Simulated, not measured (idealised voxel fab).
Proc. module: voxel self aligned contacts
For reference, the cross-section in this document is cut, with width 160 nm and square cells of 5 nm.
Cross-section layout: square cells on a grid; listed as bands, top to bottom; a band spans one or more cell rows.
First you get the band's top height and its bottom height, in nm, and then the materials it's made of, left to right, with each width in nm. If you see a single material with "throughout", that one covers the band edge to edge. "blank" is empty space.
Heights are expressed relative to 0, this being the level below which the as-received wafer comprises one material exclusively. The lowest band is unbounded in the downward direction and is denoted as in "0 -> down".
Per-row width for "30 to 40": begins at first number (top row of band), ends at second number (bottom row), increment between rows held constant.
Where a step carries "no modifications", the cross-section came out of it unchanged, cell for cell.
"Sealed internal voids" - sealed voids, min. 8 cells, no opening to top; format: width x height at distance (distance from left edge; nm throughout).
Text after the settings on a step's line: the simulator's own remark on that step.
"overlay nm" denotes, for a step that has a mask, the displacement of the mask to the right of its planned place, with negative values corresponding to the left.
[This section lists the process steps that were planned]
1: RECEIVE (material Si)
2: OXIDIZE (depth nm 5)
3: DIRECTIONAL_DEP (material polySi; thk nm 25)
4: DIRECTIONAL_DEP (material SiN; thk nm 20)
5: DIRECTIONAL_DEP (material aC; thk nm 10)
6: PATTERN (tone cover; mask id GATE; material resist; width nm 30; pitch nm 75; thk nm 25; overlay nm 0)
7: DIRECTIONAL_ETCH (etch materials aC; depth nm 10)
8: STRIP (etch materials resist)
9: DIRECTIONAL_ETCH (etch materials SiN; depth nm 20)
10: DIRECTIONAL_ETCH (etch materials polySi; depth nm 25)
11: STRIP (etch materials aC)
12: CONFORMAL_DEP (material SiN; thk nm 10)
13: DIRECTIONAL_ETCH (etch materials SiN; depth nm 10)
14: FILL_DEP (material SiO2; thk nm 15)
15: CMP (height nm 50)
16: DIRECTIONAL_DEP (material aC; thk nm 15)
17: PATTERN (tone open; mask id CONTACT; material resist; width nm 55; thk nm 35; overlay nm 0)
18: DIRECTIONAL_ETCH (etch materials aC; depth nm 15)
19: STRIP (etch materials resist)
20: DIRECTIONAL_ETCH (etch materials SiO2; depth nm 55)
21: STRIP (etch materials aC)
22: CONFORMAL_DEP (material TiN; thk nm 5)
23: FILL_DEP (material Ru; thk nm 10)
24: CMP (height nm 50)
25: CONFORMAL_DEP (material SiCN; thk nm 5)
[Incoming wafer in cross-section (state: after step 1)]
    0 -> down | Si throughout
    Sealed internal voids: none
[What the wafer looks like in cross-section after this module, when it starts as shown above and follows the plan above but one mistake is made in running it]
    55 -> 50 | SiCN throughout
    50 -> 45 | SiO2 50; TiN 20; Ru 15; TiN 20; SiO2 55
    45 -> 25 | SiO2 15; SiN 10; polySi 30; SiN 10; TiN 5; Ru 15; TiN 5; SiN 10; polySi 30; SiN 10; SiO2 20
    25 -> 20 | SiO2 15; SiN 10; polySi 30; SiN 10; TiN 25; SiN 10; polySi 30; SiN 10; SiO2 20
    20 -> 0 | SiN throughout
    0 -> -5 | SiO2 throughout
    -5 -> down | Si throughout
    Sealed internal voids: none
What went wrong in running the wafer? step 4 occupied the plan position of step 3, and the converse holds as well
